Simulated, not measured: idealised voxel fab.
process module | voxel trench capacitor
cross-section cut | 300 nm wide | cells 5 nm
A cross-section is a grid of square cells, given in bands from the top down. A band is one or more rows of cells.
Each band's line starts with the height of the band's top and of its bottom, in nm. Then come its materials from left to right, each with its width in nm. One material with "throughout" fills the band from edge to edge. "air" is empty space.
Height 0 is the level under which the wafer as received is all one material. The lowest band goes on downwards, as in "0 down".
A width such as "30 to 40" changes by the same amount from each row of cells to the next, from the band's top row to its bottom row.
"no change" after a step means that no cell of the cross-section changed.
closed voids: empty space of 8 cells or more with no open way to the top, each as width x height at its distance from the left edge, in nm
after a step's settings: what the simulator itself notes on the step
overlay nm, on a step with a mask: how far to the right of its planned place the mask lay; to the left if negative
plan
1 op RECEIVE | material Si
2 op CONFORMAL_DEP | material SiN | thk nm 10
3 op PATTERN | tone open | mask id TRENCH | material resist | width nm 30 | pitch nm 60 | thk nm 15 | overlay nm 0
4 op DIRECTIONAL_ETCH | etch materials SiN | depth nm 10
5 op DIRECTIONAL_ETCH | etch materials Si | depth nm 30
6 op STRIP | etch materials resist
7 op CONFORMAL_DEP | material HfO2 | thk nm 5
8 op CONFORMAL_DEP | material TiN | thk nm 5
9 op FILL_DEP | material W | thk nm 10
10 op CMP | height nm 10
first wafer, as planned
as received, after step 1
  0 down: Si throughout
  closed voids: none
after step 2
  10 to 0: SiN throughout
  below 0: unchanged
after step 3
  25 to 10: resist 45 | air 30 | resist 30 | air 30 | resist 30 | air 30 | resist 30 | air 30 | resist 45
  below 10: unchanged
after step 4
  25 to 10: resist 45 | air 30 | resist 30 | air 30 | resist 30 | air 30 | resist 30 | air 30 | resist 45
  10 to 0: SiN 45 | air 30 | SiN 30 | air 30 | SiN 30 | air 30 | SiN 30 | air 30 | SiN 45
  below 0: unchanged
after step 5
  25 to 10: resist 45 | air 30 | resist 30 | air 30 | resist 30 | air 30 | resist 30 | air 30 | resist 45
  10 to 0: SiN 45 | air 30 | SiN 30 | air 30 | SiN 30 | air 30 | SiN 30 | air 30 | SiN 45
  0 to -30: Si 45 | air 30 | Si 30 | air 30 | Si 30 | air 30 | Si 30 | air 30 | Si 45
  below -30: unchanged
after step 6
  10 to 0: SiN 45 | air 30 | SiN 30 | air 30 | SiN 30 | air 30 | SiN 30 | air 30 | SiN 45
  below 0: unchanged
after step 7
  15 to 10: HfO2 50 | air 20 | HfO2 40 | air 20 | HfO2 40 | air 20 | HfO2 40 | air 20 | HfO2 50
  10 to 0: SiN 45 | HfO2 5 | air 20 | HfO2 5 | SiN 30 | HfO2 5 | air 20 | HfO2 5 | SiN 30 | HfO2 5 | air 20 | HfO2 5 | SiN 30 | HfO2 5 | air 20 | HfO2 5 | SiN 45
  0 to -25: Si 45 | HfO2 5 | air 20 | HfO2 5 | Si 30 | HfO2 5 | air 20 | HfO2 5 | Si 30 | HfO2 5 | air 20 | HfO2 5 | Si 30 | HfO2 5 | air 20 | HfO2 5 | Si 45
  -25 to -30: Si 45 | HfO2 30 | Si 30 | HfO2 30 | Si 30 | HfO2 30 | Si 30 | HfO2 30 | Si 45
  below -30: unchanged
after step 8
  20 to 15: TiN 55 | air 10 | TiN 50 | air 10 | TiN 50 | air 10 | TiN 50 | air 10 | TiN 55
  15 to 10: HfO2 50 | TiN 5 | air 10 | TiN 5 | HfO2 40 | TiN 5 | air 10 | TiN 5 | HfO2 40 | TiN 5 | air 10 | TiN 5 | HfO2 40 | TiN 5 | air 10 | TiN 5 | HfO2 50
  10 to 0: SiN 45 | HfO2 5 | TiN 5 | air 10 | TiN 5 | HfO2 5 | SiN 30 | HfO2 5 | TiN 5 | air 10 | TiN 5 | HfO2 5 | SiN 30 | HfO2 5 | TiN 5 | air 10 | TiN 5 | HfO2 5 | SiN 30 | HfO2 5 | TiN 5 | air 10 | TiN 5 | HfO2 5 | SiN 45
  0 to -20: Si 45 | HfO2 5 | TiN 5 | air 10 | TiN 5 | HfO2 5 | Si 30 | HfO2 5 | TiN 5 | air 10 | TiN 5 | HfO2 5 | Si 30 | HfO2 5 | TiN 5 | air 10 | TiN 5 | HfO2 5 | Si 30 | HfO2 5 | TiN 5 | air 10 | TiN 5 | HfO2 5 | Si 45
  -20 to -25: Si 45 | HfO2 5 | TiN 20 | HfO2 5 | Si 30 | HfO2 5 | TiN 20 | HfO2 5 | Si 30 | HfO2 5 | TiN 20 | HfO2 5 | Si 30 | HfO2 5 | TiN 20 | HfO2 5 | Si 45
  below -25: unchanged
after step 9
  30 to 20: W throughout
  20 to 15: TiN 55 | W 10 | TiN 50 | W 10 | TiN 50 | W 10 | TiN 50 | W 10 | TiN 55
  15 to 10: HfO2 50 | TiN 5 | W 10 | TiN 5 | HfO2 40 | TiN 5 | W 10 | TiN 5 | HfO2 40 | TiN 5 | W 10 | TiN 5 | HfO2 40 | TiN 5 | W 10 | TiN 5 | HfO2 50
  10 to 0: SiN 45 | HfO2 5 | TiN 5 | W 10 | TiN 5 | HfO2 5 | SiN 30 | HfO2 5 | TiN 5 | W 10 | TiN 5 | HfO2 5 | SiN 30 | HfO2 5 | TiN 5 | W 10 | TiN 5 | HfO2 5 | SiN 30 | HfO2 5 | TiN 5 | W 10 | TiN 5 | HfO2 5 | SiN 45
  0 to -20: Si 45 | HfO2 5 | TiN 5 | W 10 | TiN 5 | HfO2 5 | Si 30 | HfO2 5 | TiN 5 | W 10 | TiN 5 | HfO2 5 | Si 30 | HfO2 5 | TiN 5 | W 10 | TiN 5 | HfO2 5 | Si 30 | HfO2 5 | TiN 5 | W 10 | TiN 5 | HfO2 5 | Si 45
  below -20: unchanged
after step 10
  10 to 0: SiN 45 | HfO2 5 | TiN 5 | W 10 | TiN 5 | HfO2 5 | SiN 30 | HfO2 5 | TiN 5 | W 10 | TiN 5 | HfO2 5 | SiN 30 | HfO2 5 | TiN 5 | W 10 | TiN 5 | HfO2 5 | SiN 30 | HfO2 5 | TiN 5 | W 10 | TiN 5 | HfO2 5 | SiN 45
  below 0: unchanged
second wafer: like start, like plan, one mistake. Through step 2 it matches the first wafer
when step 3 should have ended
  25 to 10: air 45 | resist 30 | air 30 | resist 30 | air 30 | resist 30 | air 30 | resist 30 | air 45
  below 10: unchanged
when step 4 should have ended
  25 to 10: air 45 | resist 30 | air 30 | resist 30 | air 30 | resist 30 | air 30 | resist 30 | air 45
  10 to 0: air 45 | SiN 30 | air 30 | SiN 30 | air 30 | SiN 30 | air 30 | SiN 30 | air 45
  below 0: unchanged
when step 5 should have ended
  25 to 10: air 45 | resist 30 | air 30 | resist 30 | air 30 | resist 30 | air 30 | resist 30 | air 45
  10 to 0: air 45 | SiN 30 | air 30 | SiN 30 | air 30 | SiN 30 | air 30 | SiN 30 | air 45
  0 to -30: air 45 | Si 30 | air 30 | Si 30 | air 30 | Si 30 | air 30 | Si 30 | air 45
  below -30: unchanged
when step 6 should have ended
  10 to 0: air 45 | SiN 30 | air 30 | SiN 30 | air 30 | SiN 30 | air 30 | SiN 30 | air 45
  below 0: unchanged
when step 7 should have ended
  15 to 10: air 40 | HfO2 40 | air 20 | HfO2 40 | air 20 | HfO2 40 | air 20 | HfO2 40 | air 40
  10 to 0: air 40 | HfO2 5 | SiN 30 | HfO2 5 | air 20 | HfO2 5 | SiN 30 | HfO2 5 | air 20 | HfO2 5 | SiN 30 | HfO2 5 | air 20 | HfO2 5 | SiN 30 | HfO2 5 | air 40
  0 to -25: air 40 | HfO2 5 | Si 30 | HfO2 5 | air 20 | HfO2 5 | Si 30 | HfO2 5 | air 20 | HfO2 5 | Si 30 | HfO2 5 | air 20 | HfO2 5 | Si 30 | HfO2 5 | air 40
  -25 to -30: HfO2 45 | Si 30 | HfO2 30 | Si 30 | HfO2 30 | Si 30 | HfO2 30 | Si 30 | HfO2 45
  below -30: unchanged
when step 8 should have ended
  20 to 15: air 35 | TiN 50 | air 10 | TiN 50 | air 10 | TiN 50 | air 10 | TiN 50 | air 35
  15 to 10: air 35 | TiN 5 | HfO2 40 | TiN 5 | air 10 | TiN 5 | HfO2 40 | TiN 5 | air 10 | TiN 5 | HfO2 40 | TiN 5 | air 10 | TiN 5 | HfO2 40 | TiN 5 | air 35
  10 to 0: air 35 | TiN 5 | HfO2 5 | SiN 30 | HfO2 5 | TiN 5 | air 10 | TiN 5 | HfO2 5 | SiN 30 | HfO2 5 | TiN 5 | air 10 | TiN 5 | HfO2 5 | SiN 30 | HfO2 5 | TiN 5 | air 10 | TiN 5 | HfO2 5 | SiN 30 | HfO2 5 | TiN 5 | air 35
  0 to -20: air 35 | TiN 5 | HfO2 5 | Si 30 | HfO2 5 | TiN 5 | air 10 | TiN 5 | HfO2 5 | Si 30 | HfO2 5 | TiN 5 | air 10 | TiN 5 | HfO2 5 | Si 30 | HfO2 5 | TiN 5 | air 10 | TiN 5 | HfO2 5 | Si 30 | HfO2 5 | TiN 5 | air 35
  -20 to -25: TiN 40 | HfO2 5 | Si 30 | HfO2 5 | TiN 20 | HfO2 5 | Si 30 | HfO2 5 | TiN 20 | HfO2 5 | Si 30 | HfO2 5 | TiN 20 | HfO2 5 | Si 30 | HfO2 5 | TiN 40
  below -25: unchanged
when step 9 should have ended
  30 to 20: W throughout
  20 to 15: W 35 | TiN 50 | W 10 | TiN 50 | W 10 | TiN 50 | W 10 | TiN 50 | W 35
  15 to 10: W 35 | TiN 5 | HfO2 40 | TiN 5 | W 10 | TiN 5 | HfO2 40 | TiN 5 | W 10 | TiN 5 | HfO2 40 | TiN 5 | W 10 | TiN 5 | HfO2 40 | TiN 5 | W 35
  10 to 0: W 35 | TiN 5 | HfO2 5 | SiN 30 | HfO2 5 | TiN 5 | W 10 | TiN 5 | HfO2 5 | SiN 30 | HfO2 5 | TiN 5 | W 10 | TiN 5 | HfO2 5 | SiN 30 | HfO2 5 | TiN 5 | W 10 | TiN 5 | HfO2 5 | SiN 30 | HfO2 5 | TiN 5 | W 35
  0 to -20: W 35 | TiN 5 | HfO2 5 | Si 30 | HfO2 5 | TiN 5 | W 10 | TiN 5 | HfO2 5 | Si 30 | HfO2 5 | TiN 5 | W 10 | TiN 5 | HfO2 5 | Si 30 | HfO2 5 | TiN 5 | W 10 | TiN 5 | HfO2 5 | Si 30 | HfO2 5 | TiN 5 | W 35
  below -20: unchanged
when step 10 should have ended
  10 to 0: W 35 | TiN 5 | HfO2 5 | SiN 30 | HfO2 5 | TiN 5 | W 10 | TiN 5 | HfO2 5 | SiN 30 | HfO2 5 | TiN 5 | W 10 | TiN 5 | HfO2 5 | SiN 30 | HfO2 5 | TiN 5 | W 10 | TiN 5 | HfO2 5 | SiN 30 | HfO2 5 | TiN 5 | W 35
  below 0: unchanged
what went wrong: step 3 ran as: op PATTERN | tone cover | mask id TRENCH | material resist | width nm 30 | pitch nm 60 | thk nm 15 | overlay nm 0
at the end the second wafer has, in cells: 12 more of HfO2 | 72 fewer of Si | 24 fewer of SiN | 12 more of TiN | 72 more of W
